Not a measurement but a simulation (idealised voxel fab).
The following is a process module called voxel gate over fins.
Square cells of 5 nm make up the cross-section cut, whose width is 195 nm.
Heads up, the way a cross-section reads in here is a grid of square cells, handed over as bands from the top down, with every band being one or more rows of cells.
Top, bottom (nm), then materials left to right with widths (nm); lone material tagged "edge to edge" fills the whole band edge to edge; "blank" = empty space.
Counting heights begins at 0, where everything beneath is, in the wafer as received, one material. The lowest band has no bottom; it goes on downwards, as "0 nm and below" shows.
Read "30..40" as a graded width: first number on top, second number at the bottom, same change between each pair of neighbouring rows.
For the purposes of this document, the phrase "no modifications" attached to a step denotes that no cell within the cross-section was modified by that step.
Any empty space of 8 cells or more lacking an open way to the top shows up in "Closed void inventory" as width x height at distance, distance from the left edge, in nm.
If you see something after the settings on a step's line, that's the simulator's own remark about that step.
overlay nm, on a step with a mask: how far to the right of its planned place the mask lay; to the left if negative

### Here's what the planned process steps look like
| 1 | RECEIVE,material Si |
| 2 | CONFORMAL_DEP,material SiN,thk nm 5 |
| 3 | DIRECTIONAL_DEP,material aC,thk nm 15 |
| 4 | PATTERN,tone cover,mask id FINS,material resist,width nm 15,pitch nm 60,thk nm 30,overlay nm 0 |
| 5 | DIRECTIONAL_ETCH,etch materials aC,depth nm 15 |
| 6 | STRIP,etch materials resist |
| 7 | DIRECTIONAL_ETCH,etch materials SiN,depth nm 5 |
| 8 | DIRECTIONAL_ETCH,etch materials Si,depth nm 30 |
| 9 | STRIP,etch materials aC |
| 10 | FILL_DEP,material SiO2,thk nm 10 |
| 11 | CMP,height nm 5 |
| 12 | MASKED_ETCH,tone open,mask id RAIL,width nm 15,etch materials SiO2,depth nm 30,overlay nm 0 |
| 13 | CONFORMAL_DEP,material TiN,thk nm 5 |
| 14 | FILL_DEP,material W,thk nm 5 |
| 15 | CMP,height nm 5 |
| 16 | SELECTIVE_ETCH,etch materials W Ru TiN,depth nm 20 |
| 17 | FILL_DEP,material SiO2,thk nm 5 |
| 18 | CMP,height nm 5 |
| 19 | SELECTIVE_ETCH,etch materials SiO2,depth nm 5 |
| 20 | STRIP,etch materials SiN |
| 21 | CONFORMAL_DEP,material HfO2,thk nm 5 |
| 22 | CONFORMAL_DEP,material TiN,thk nm 5 |
| 23 | CONFORMAL_DEP,material TiAl,thk nm 5 |
| 24 | CONFORMAL_DEP,material TiN,thk nm 5 |
| 25 | FILL_DEP,material W,thk nm 15 |
| 26 | CMP,height nm 30 |
| 27 | CONFORMAL_DEP,material SiCN,thk nm 10 |
Don't read the plan's depth nm for step 19 as applying to every wafer: that's the first wafer's value, and the wafers differ in it, though they all start identical.

### Cross-section of the first incoming wafer of several, state after step 1
0 nm and below | Si edge to edge
Closed void inventory: none

### Last step of the module is step 27; after it, the first of several wafers in cross-section
40 nm to 30 nm | SiCN edge to edge
30 nm to 20 nm | W edge to edge
20 nm to 15 nm | TiN edge to edge
15 nm to 10 nm | TiAl edge to edge
10 nm to 5 nm | TiN edge to edge
5 nm to 0 nm | HfO2 edge to edge
0 nm to -15 nm | SiO2 (30), Si (15), SiO2 (45), Si (15), SiO2 (45), Si (15), SiO2 (30)
-15 nm to -20 nm | SiO2 (30), Si (15), SiO2 (15), TiN (5), W (5), TiN (5), SiO2 (15), Si (15), SiO2 (45), Si (15), SiO2 (30)
-20 nm to -25 nm | SiO2 (30), Si (15), SiO2 (15), TiN (15), SiO2 (15), Si (15), SiO2 (45), Si (15), SiO2 (30)
-25 nm to -30 nm | SiO2 (30), Si (15), SiO2 (45), Si (15), SiO2 (45), Si (15), SiO2 (30)
-30 nm and below | Si edge to edge
Closed void inventory: none

### Last wafer, end of module, cross-section
40 nm to 30 nm | SiCN edge to edge
30 nm to 20 nm | W edge to edge
20 nm to 15 nm | W (10), TiN (55), W (5), TiN (55), W (5), TiN (55), W (10)
15 nm to 10 nm | W (10), TiN (5), TiAl (45), TiN (5), W (5), TiN (5), TiAl (45), TiN (5), W (5), TiN (5), TiAl (45), TiN (5), W (10)
10 nm to 5 nm | W (10), TiN (5), TiAl (5), TiN (35), TiAl (5), TiN (5), W (5), TiN (5), TiAl (5), TiN (35), TiAl (5), TiN (5), W (5), TiN (5), TiAl (5), TiN (35), TiAl (5), TiN (5), W (10)
5 nm to 0 nm | W (10), TiN (5), TiAl (5), TiN (5), HfO2 (25), TiN (5), TiAl (5), TiN (15), TiAl (5), TiN (5), HfO2 (25), TiN (5), TiAl (5), TiN (5), W (5), TiN (5), TiAl (5), TiN (5), HfO2 (25), TiN (5), TiAl (5), TiN (5), W (10)
0 nm to -5 nm | W (10), TiN (5), TiAl (5), TiN (5), HfO2 (5), Si (15), HfO2 (5), TiN (5), TiAl (25), TiN (5), HfO2 (5), Si (15), HfO2 (5), TiN (5), TiAl (5), TiN (5), W (5), TiN (5), TiAl (5), TiN (5), HfO2 (5), Si (15), HfO2 (5), TiN (5), TiAl (5), TiN (5), W (10)
-5 nm to -10 nm | TiN (15), TiAl (5), TiN (5), HfO2 (5), Si (15), HfO2 (5), TiN (35), HfO2 (5), Si (15), HfO2 (5), TiN (5), TiAl (5), TiN (15), TiAl (5), TiN (5), HfO2 (5), Si (15), HfO2 (5), TiN (5), TiAl (5), TiN (15)
-10 nm to -15 nm | TiAl (20), TiN (5), HfO2 (5), Si (15), HfO2 (5), TiN (5), HfO2 (25), TiN (5), HfO2 (5), Si (15), HfO2 (5), TiN (5), TiAl (25), TiN (5), HfO2 (5), Si (15), HfO2 (5), TiN (5), TiAl (20)
-15 nm to -20 nm | TiN (25), HfO2 (5), Si (15), HfO2 (5), TiN (5), HfO2 (5), TiN (5), W (5), TiN (5), HfO2 (5), TiN (5), HfO2 (5), Si (15), HfO2 (5), TiN (35), HfO2 (5), Si (15), HfO2 (5), TiN (25)
-20 nm to -25 nm | HfO2 (30), Si (15), HfO2 (15), TiN (15), HfO2 (15), Si (15), HfO2 (45), Si (15), HfO2 (30)
-25 nm to -30 nm | SiO2 (30), Si (15), SiO2 (45), Si (15), SiO2 (45), Si (15), SiO2 (30)
-30 nm and below | Si edge to edge
Closed void inventory: none

### wafer rows; end of module; cells per material since receipt: (+) gained, (-) lost; then closed voids
depth nm 5 | +39 HfO2 | -180 Si | +78 SiCN | +174 SiO2 | +39 TiAl | +83 TiN | +79 W | Closed void inventory: none
depth nm 10 | +45 HfO2 | -180 Si | +78 SiCN | +144 SiO2 | +45 TiAl | +95 TiN | +85 W | Closed void inventory: none
depth nm 15 | +51 HfO2 | -180 Si | +78 SiCN | +114 SiO2 | +51 TiAl | +107 TiN | +91 W | Closed void inventory: none
depth nm 20 | +57 HfO2 | -180 Si | +78 SiCN | +84 SiO2 | +57 TiAl | +119 TiN | +97 W | Closed void inventory: none
depth nm 25 | +65 HfO2 | -180 Si | +78 SiCN | +57 SiO2 | +61 TiAl | +129 TiN | +102 W | Closed void inventory: none
depth nm 30 | +73 HfO2 | -180 Si | +78 SiCN | +30 SiO2 | +65 TiAl | +139 TiN | +107 W | Closed void inventory: none
